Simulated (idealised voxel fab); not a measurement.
process module | voxel self aligned contacts
cross-section cut | 265 nm wide | cells 5 nm
A cross-section is a grid of square cells, given in bands from the top down. A band is one or more rows of cells.
Each band's line starts with the height of the band's top and of its bottom, in nm. Then come its materials from left to right, each with its width in nm. One material with "throughout" fills the band from edge to edge. "air" is empty space.
Height 0 is the level under which the wafer as received is all one material. The lowest band goes on downwards, as in "0 down".
A width such as "30 to 40" changes by the same amount from each row of cells to the next, from the band's top row to its bottom row.
"no change" after a step means that no cell of the cross-section changed.
closed voids: empty space of 8 cells or more with no open way to the top, each as width x height at its distance from the left edge, in nm
after a step's settings: what the simulator itself notes on the step
overlay nm, on a step with a mask: how far to the right of its planned place the mask lay; to the left if negative
plan
1 op RECEIVE | material Si
2 op OXIDIZE | depth nm 5
3 op DIRECTIONAL_DEP | material polySi | thk nm 20
4 op DIRECTIONAL_DEP | material SiN | thk nm 20
5 op MASKED_ETCH | tone cover | mask id GATE | width nm 35 | pitch nm 60 | etch materials SiN | depth nm 20 | overlay nm 0
6 op MASKED_ETCH | tone cover | mask id GATE | width nm 35 | pitch nm 60 | etch materials polySi | depth nm 20 | overlay nm 0
7 op CONFORMAL_DEP | material SiN | thk nm 5
8 op DIRECTIONAL_ETCH | etch materials SiN | depth nm 5
9 op FILL_DEP | material SiO2 | thk nm 10
10 op CMP | height nm 45
11 op PATTERN | tone open | mask id CONTACT | material resist | width nm 45 | thk nm 20 | overlay nm 0
12 op DIRECTIONAL_ETCH | etch materials SiO2 | depth nm 50
13 op STRIP | etch materials resist
14 op CONFORMAL_DEP | material TiN | thk nm 5
15 op FILL_DEP | material W | thk nm 10
16 op CMP | height nm 45
17 op CONFORMAL_DEP | material SiN | thk nm 5
first wafer, as planned
as received, after step 1
  0 down: Si throughout
  closed voids: none
after step 2
  0 to -5: SiO2 throughout
  below -5: unchanged
after step 3
  20 to 0: polySi throughout
  below 0: unchanged
after step 4
  40 to 20: SiN throughout
  below 20: unchanged
after step 5
  40 to 20: air 85 | SiN 35 | air 25 | SiN 35 | air 85
  below 20: unchanged
after step 6
  40 to 20: air 85 | SiN 35 | air 25 | SiN 35 | air 85
  20 to 0: air 85 | polySi 35 | air 25 | polySi 35 | air 85
  below 0: unchanged
after step 7
  45 to 20: air 80 | SiN 45 | air 15 | SiN 45 | air 80
  20 to 5: air 80 | SiN 5 | polySi 35 | SiN 5 | air 15 | SiN 5 | polySi 35 | SiN 5 | air 80
  5 to 0: SiN 85 | polySi 35 | SiN 25 | polySi 35 | SiN 85
  below 0: unchanged
after step 8
  40 to 20: air 80 | SiN 45 | air 15 | SiN 45 | air 80
  20 to 0: air 80 | SiN 5 | polySi 35 | SiN 5 | air 15 | SiN 5 | polySi 35 | SiN 5 | air 80
  below 0: unchanged
after step 9
  50 to 40: SiO2 throughout
  40 to 20: SiO2 80 | SiN 45 | SiO2 15 | SiN 45 | SiO2 80
  20 to 0: SiO2 80 | SiN 5 | polySi 35 | SiN 5 | SiO2 15 | SiN 5 | polySi 35 | SiN 5 | SiO2 80
  below 0: unchanged
after step 10
  45 to 40: SiO2 throughout
  below 40: unchanged
after step 11
  65 to 45: resist 110 | air 45 | resist 110
  below 45: unchanged
after step 12
  65 to 45: resist 110 | air 45 | resist 110
  45 to 40: SiO2 110 | air 45 | SiO2 110
  40 to 20: SiO2 80 | SiN 45 | air 15 | SiN 45 | SiO2 80
  20 to 0: SiO2 80 | SiN 5 | polySi 35 | SiN 5 | air 15 | SiN 5 | polySi 35 | SiN 5 | SiO2 80
  0 to -5: SiO2 125 | air 15 | SiO2 125
  below -5: unchanged
after step 13
  45 to 40: SiO2 110 | air 45 | SiO2 110
  below 40: unchanged
after step 14
  50 to 45: TiN 115 | air 35 | TiN 115
  45 to 40: SiO2 110 | TiN 20 | air 5 | TiN 20 | SiO2 110
  40 to 20: SiO2 80 | SiN 45 | TiN 5 | air 5 | TiN 5 | SiN 45 | SiO2 80
  20 to 0: SiO2 80 | SiN 5 | polySi 35 | SiN 5 | TiN 5 | air 5 | TiN 5 | SiN 5 | polySi 35 | SiN 5 | SiO2 80
  0 to -5: SiO2 125 | TiN 15 | SiO2 125
  below -5: unchanged
after step 15
  60 to 50: W throughout
  50 to 45: TiN 115 | W 35 | TiN 115
  45 to 40: SiO2 110 | TiN 20 | W 5 | TiN 20 | SiO2 110
  40 to 20: SiO2 80 | SiN 45 | TiN 5 | W 5 | TiN 5 | SiN 45 | SiO2 80
  20 to 0: SiO2 80 | SiN 5 | polySi 35 | SiN 5 | TiN 5 | W 5 | TiN 5 | SiN 5 | polySi 35 | SiN 5 | SiO2 80
  below 0: unchanged
after step 16
  45 to 40: SiO2 110 | TiN 20 | W 5 | TiN 20 | SiO2 110
  below 40: unchanged
after step 17
  50 to 45: SiN throughout
  below 45: unchanged
second wafer: like start, like plan, one mistake. Through step 4 it matches the first wafer
when step 5 should have ended
  40 to 20: air 90 | SiN 30 | air 30 | SiN 30 | air 85
  below 20: unchanged
when step 6 should have ended
  40 to 20: air 90 | SiN 30 | air 30 | SiN 30 | air 85
  20 to 0: air 85 | polySi 35 | air 25 | polySi 35 | air 85
  below 0: unchanged
when step 7 should have ended
  45 to 25: air 85 | SiN 40 | air 20 | SiN 40 | air 80
  25 to 20: air 80 | SiN 45 | air 15 | SiN 45 | air 80
  20 to 5: air 80 | SiN 5 | polySi 35 | SiN 5 | air 15 | SiN 5 | polySi 35 | SiN 5 | air 80
  5 to 0: SiN 85 | polySi 35 | SiN 25 | polySi 35 | SiN 85
  below 0: unchanged
when step 8 should have ended
  40 to 20: air 85 | SiN 40 | air 20 | SiN 40 | air 80
  20 to 0: air 80 | SiN 5 | polySi 35 | SiN 5 | air 15 | SiN 5 | polySi 35 | SiN 5 | air 80
  below 0: unchanged
when step 9 should have ended
  50 to 40: SiO2 throughout
  40 to 20: SiO2 85 | SiN 40 | SiO2 20 | SiN 40 | SiO2 80
  20 to 0: SiO2 80 | SiN 5 | polySi 35 | SiN 5 | SiO2 15 | SiN 5 | polySi 35 | SiN 5 | SiO2 80
  below 0: unchanged
when step 10 should have ended
  45 to 40: SiO2 throughout
  below 40: unchanged
when step 11 should have ended
  65 to 45: resist 110 | air 45 | resist 110
  below 45: unchanged
when step 12 should have ended
  65 to 45: resist 110 | air 45 | resist 110
  45 to 40: SiO2 110 | air 45 | SiO2 110
  40 to 20: SiO2 85 | SiN 40 | air 20 | SiN 40 | SiO2 80
  20 to 0: SiO2 80 | SiN 5 | polySi 35 | SiN 5 | air 15 | SiN 5 | polySi 35 | SiN 5 | SiO2 80
  0 to -5: SiO2 125 | air 15 | SiO2 125
  below -5: unchanged
when step 13 should have ended
  45 to 40: SiO2 110 | air 45 | SiO2 110
  below 40: unchanged
when step 14 should have ended
  50 to 45: TiN 115 | air 35 | TiN 115
  45 to 40: SiO2 110 | TiN 20 | air 10 | TiN 15 | SiO2 110
  40 to 25: SiO2 85 | SiN 40 | TiN 5 | air 10 | TiN 5 | SiN 40 | SiO2 80
  25 to 20: SiO2 85 | SiN 40 | TiN 5 | air 5 | TiN 10 | SiN 40 | SiO2 80
  20 to 0: SiO2 80 | SiN 5 | polySi 35 | SiN 5 | TiN 5 | air 5 | TiN 5 | SiN 5 | polySi 35 | SiN 5 | SiO2 80
  0 to -5: SiO2 125 | TiN 15 | SiO2 125
  below -5: unchanged
when step 15 should have ended
  60 to 50: W throughout
  50 to 45: TiN 115 | W 35 | TiN 115
  45 to 40: SiO2 110 | TiN 20 | W 10 | TiN 15 | SiO2 110
  40 to 25: SiO2 85 | SiN 40 | TiN 5 | W 10 | TiN 5 | SiN 40 | SiO2 80
  25 to 20: SiO2 85 | SiN 40 | TiN 5 | W 5 | TiN 10 | SiN 40 | SiO2 80
  20 to 0: SiO2 80 | SiN 5 | polySi 35 | SiN 5 | TiN 5 | W 5 | TiN 5 | SiN 5 | polySi 35 | SiN 5 | SiO2 80
  below 0: unchanged
when step 16 should have ended
  45 to 40: SiO2 110 | TiN 20 | W 10 | TiN 15 | SiO2 110
  below 40: unchanged
when step 17 should have ended
  50 to 45: SiN throughout
  below 45: unchanged
what went wrong: step 5 ran as: op MASKED_ETCH | tone cover | mask id GATE | width nm 30 | pitch nm 60 | etch materials SiN | depth nm 20 | overlay nm 0
at the end the second wafer has, in cells: 8 fewer of SiN | 4 more of SiO2 | 4 more of W
